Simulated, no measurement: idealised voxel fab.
Process module under the name voxel released beams
We display cut, a cross-section 270 nm in width whose square cells are each 5 nm.
Think of the cross-section as a grid of square cells. We describe it in bands, top to bottom, and each band covers one or more rows of those cells. Per band: top height and bottom height in nm, followed by the left-to-right materials and their widths in nm; "throughout" marks a single material spanning edge to edge, "air" marks empty space. Convention: height 0 is the level below which the wafer, as received, is all one material. The lowest band does not terminate at the bottom but continues downward, represented as "from 0 down". When a width is written as two numbers, as in "30->40", the first number is the width in the top row of cells of the band and the second is the width in its bottom row, and the width changes by the same amount from each row to the next. Basically "everything unchanged" means that step didn't change any cell in the cross-section. Entry "Closed void table". Content: empty spaces with no open connection to the top, size 8 cells or greater. Each: width x height at distance. Distance: from left edge. Unit: nm. Post-settings text on a step line: simulator's own remark regarding the step. overlay nm: mask right of planned place by this much (step with mask). Neg. = left.
# Listed below are the process steps as planned
1: RECEIVE: material Si
2: CONFORMAL_DEP: material Al2O3, thk nm 5
3: DIRECTIONAL_DEP: material SiO2, thk nm 15
4: DIRECTIONAL_DEP: material aC, thk nm 10
5: PATTERN: tone open, mask id ANCHOR, material resist, width nm 35, thk nm 30, overlay nm 0
6: DIRECTIONAL_ETCH: etch materials aC, depth nm 10
7: STRIP: etch materials resist
8: DIRECTIONAL_ETCH: etch materials SiO2, depth nm 15
9: STRIP: etch materials aC
10: CONFORMAL_DEP: material SiN, thk nm 10
11: DIRECTIONAL_DEP: material aC, thk nm 10
12: PATTERN: tone cover, mask id BEAM, material resist, width nm 105, thk nm 25, overlay nm 0
13: DIRECTIONAL_ETCH: etch materials aC, depth nm 10
14: STRIP: etch materials resist
15: DIRECTIONAL_ETCH: etch materials SiN, depth nm 10
16: STRIP: etch materials aC
17: STRIP: etch materials SiO2
# first wafer, as planned
# Cross-section of the incoming wafer, state after step 1
  from 0 down: Si throughout
  Closed void table: none
# Step 2 complete: cross-section through the wafer
  from 5 to 0: Al2O3 throughout
  Heights below 0 show no change.
# Step 3 complete: cross-section through the wafer
  from 20 to 5: SiO2 throughout
  Heights below 5 show no change.
# Step 4 complete: cross-section through the wafer
  from 30 to 20: aC throughout
  Heights below 20 show no change.
# Step 5 complete: cross-section through the wafer
  from 60 to 30: resist=85; air=35; resist=150
  Heights below 30 show no change.
# Step 6 complete: cross-section through the wafer
  from 50 to 30: resist=85; air=35; resist=150
  from 30 to 20: aC=85; air=35; aC=150
  Heights below 20 show no change.
# Step 7 complete: cross-section through the wafer
  from 30 to 20: aC=85; air=35; aC=150
  Heights below 20 show no change.
# Step 8 complete: cross-section through the wafer
  from 30 to 20: aC=85; air=35; aC=150
  from 20 to 5: SiO2=85; air=35; SiO2=150
  Heights below 5 show no change.
# Step 9 complete: cross-section through the wafer
  from 20 to 5: SiO2=85; air=35; SiO2=150
  Heights below 5 show no change.
# Step 10 complete: cross-section through the wafer
  from 30 to 20: SiN=95; air=15; SiN=160
  from 20 to 15: SiO2=85; SiN=10; air=15; SiN=10; SiO2=150
  from 15 to 5: SiO2=85; SiN=35; SiO2=150
  Heights below 5 show no change.
# Step 11 complete: cross-section through the wafer
  from 40 to 30: aC=95; air=15; aC=160
  from 30 to 25: SiN=95; air=15; SiN=160
  from 25 to 20: SiN=95; aC=15; SiN=160
  from 20 to 15: SiO2=85; SiN=10; aC=15; SiN=10; SiO2=150
  Heights below 15 show no change.
# Step 12 complete: cross-section through the wafer
  from 65 to 40: air=80; resist=105; air=85
  from 40 to 30: aC=95; resist=15; aC=160
  from 30 to 25: SiN=95; resist=15; SiN=160
  Heights below 25 show no change.
# Step 13 complete: cross-section through the wafer
  from 55 to 40: air=80; resist=105; air=85
  from 40 to 30: air=80; aC=15; resist=15; aC=75; air=85
  Heights below 30 show no change.
# Step 14 complete: cross-section through the wafer
  from 40 to 30: air=80; aC=15; air=15; aC=75; air=85
  from 30 to 25: SiN=95; air=15; SiN=160
  Heights below 25 show no change.
# Step 15 complete: cross-section through the wafer
  from 40 to 30: air=80; aC=15; air=15; aC=75; air=85
  from 30 to 25: air=80; SiN=15; air=15; SiN=75; air=85
  from 25 to 20: air=80; SiN=15; aC=15; SiN=75; air=85
  Heights below 20 show no change.
# Step 16 complete: cross-section through the wafer
  from 30 to 20: air=80; SiN=15; air=15; SiN=75; air=85
  from 20 to 15: SiO2=85; SiN=10; air=15; SiN=10; SiO2=150
  Heights below 15 show no change.
# Step 17 complete: cross-section through the wafer
  from 30 to 20: air=80; SiN=15; air=15; SiN=75; air=85
  from 20 to 15: air=85; SiN=10; air=15; SiN=10; air=150
  from 15 to 5: air=85; SiN=35; air=150
  Heights below 5 show no change.
# Companion wafer, the second of two: same beginning, same intended sequence, one mistake in carrying it out; through step 4 inclusive it tracks the first exactly
# Second wafer cross-section, taken as of the time the plan sets for step 5 to be done
  from 60 to 30: resist=90; air=30; resist=150
  Heights below 30 show no change.
# Second wafer cross-section, taken as of the time the plan sets for step 6 to be done
  from 50 to 30: resist=90; air=30; resist=150
  from 30 to 20: aC=90; air=30; aC=150
  Heights below 20 show no change.
# Second wafer cross-section, taken as of the time the plan sets for step 7 to be done
  from 30 to 20: aC=90; air=30; aC=150
  Heights below 20 show no change.
# Second wafer cross-section, taken as of the time the plan sets for step 8 to be done
  from 30 to 20: aC=90; air=30; aC=150
  from 20 to 5: SiO2=90; air=30; SiO2=150
  Heights below 5 show no change.
# Second wafer cross-section, taken as of the time the plan sets for step 9 to be done
  from 20 to 5: SiO2=90; air=30; SiO2=150
  Heights below 5 show no change.
# Second wafer cross-section, taken as of the time the plan sets for step 10 to be done
  from 30 to 20: SiN=100; air=10; SiN=160
  from 20 to 15: SiO2=90; SiN=10; air=10; SiN=10; SiO2=150
  from 15 to 5: SiO2=90; SiN=30; SiO2=150
  Heights below 5 show no change.
# Second wafer cross-section, taken as of the time the plan sets for step 11 to be done
  from 40 to 30: aC=100; air=10; aC=160
  from 30 to 25: SiN=100; air=10; SiN=160
  from 25 to 20: SiN=100; aC=10; SiN=160
  from 20 to 15: SiO2=90; SiN=10; aC=10; SiN=10; SiO2=150
  Heights below 15 show no change.
# Second wafer cross-section, taken as of the time the plan sets for step 12 to be done
  from 65 to 40: air=80; resist=105; air=85
  from 40 to 30: aC=100; resist=10; aC=160
  from 30 to 25: SiN=100; resist=10; SiN=160
  Heights below 25 show no change.
# Second wafer cross-section, taken as of the time the plan sets for step 13 to be done
  from 55 to 40: air=80; resist=105; air=85
  from 40 to 30: air=80; aC=20; resist=10; aC=75; air=85
  Heights below 30 show no change.
# Second wafer cross-section, taken as of the time the plan sets for step 14 to be done
  from 40 to 30: air=80; aC=20; air=10; aC=75; air=85
  from 30 to 25: SiN=100; air=10; SiN=160
  Heights below 25 show no change.
# Second wafer cross-section, taken as of the time the plan sets for step 15 to be done
  from 40 to 30: air=80; aC=20; air=10; aC=75; air=85
  from 30 to 25: air=80; SiN=20; air=10; SiN=75; air=85
  from 25 to 20: air=80; SiN=20; aC=10; SiN=75; air=85
  Heights below 20 show no change.
# Second wafer cross-section, taken as of the time the plan sets for step 16 to be done
  from 30 to 20: air=80; SiN=20; air=10; SiN=75; air=85
  from 20 to 15: SiO2=90; SiN=10; air=10; SiN=10; SiO2=150
  Heights below 15 show no change.
# Second wafer cross-section, taken as of the time the plan sets for step 17 to be done
  from 30 to 20: air=80; SiN=20; air=10; SiN=75; air=85
  from 20 to 15: air=90; SiN=10; air=10; SiN=10; air=150
  from 15 to 5: air=90; SiN=30; air=150
  Heights below 5 show no change.
What was done differently from what was planned? step 5 changed vs plan, executed as PATTERN: tone open, mask id ANCHOR, material resist, width nm 30, thk nm 30, overlay nm 0
The two final wafers agree on how many cells each material fills and disagree on which cells those are.
